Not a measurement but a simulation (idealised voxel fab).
process module | voxel tone inversion
cross-section cut | 290 nm wide | cells 5 nm
A cross-section is a grid of square cells, given in bands from the top down. A band is one or more rows of cells.
Each band's line starts with the height of the band's top and of its bottom, in nm. Then come its materials from left to right, each with its width in nm. One material with "throughout" fills the band from edge to edge. "air" is empty space.
Height 0 is the level under which the wafer as received is all one material. The lowest band goes on downwards, as in "0 down".
A width such as "30 to 40" changes by the same amount from each row of cells to the next, from the band's top row to its bottom row.
"no change" after a step means that no cell of the cross-section changed.
closed voids: empty space of 8 cells or more with no open way to the top, each as width x height at its distance from the left edge, in nm
after a step's settings: what the simulator itself notes on the step
overlay nm, on a step with a mask: how far to the right of its planned place the mask lay; to the left if negative
plan
1 op RECEIVE | material Si
2 op CONFORMAL_DEP | material SiCN | thk nm 10
3 op DIRECTIONAL_DEP | material polySi | thk nm 15
4 op PATTERN | tone cover | mask id POSTS | material resist | width nm 25 | pitch nm 45 | thk nm 25 | overlay nm -15
5 op DIRECTIONAL_ETCH | etch materials polySi | depth nm 15
6 op STRIP | etch materials resist
7 op FILL_DEP | material lowk | thk nm 5
8 op CMP | height nm 25
9 op STRIP | etch materials polySi
varied across the wafers: overlay nm of step 4. The plan shows the first wafer's value. All wafers start alike
first wafer as received, after step 1
  0 down: Si throughout
  closed voids: none
first wafer at the end, after step 9
  25 to 10: lowk 50 | air 25 | lowk 20 | air 25 | lowk 20 | air 25 | lowk 20 | air 25 | lowk 80
  10 to 0: SiCN throughout
  0 down: Si throughout
  closed voids: none
last wafer at the end
  25 to 10: lowk 80 | air 25 | lowk 20 | air 25 | lowk 20 | air 25 | lowk 20 | air 25 | lowk 50
  10 to 0: SiCN throughout
  0 down: Si throughout
  closed voids: none
each wafer at the end: cells of each material gained (+) or lost (-) since it was received, then its closed voids
overlay nm -15 | +116 SiCN | +114 lowk | closed voids: none
overlay nm -10 | +116 SiCN | +114 lowk | closed voids: none
overlay nm -5 | +116 SiCN | +114 lowk | closed voids: none
overlay nm 0 | +116 SiCN | +114 lowk | closed voids: none
overlay nm 5 | +116 SiCN | +114 lowk | closed voids: none
overlay nm 10 | +116 SiCN | +114 lowk | closed voids: none
overlay nm 15 | +116 SiCN | +114 lowk | closed voids: none
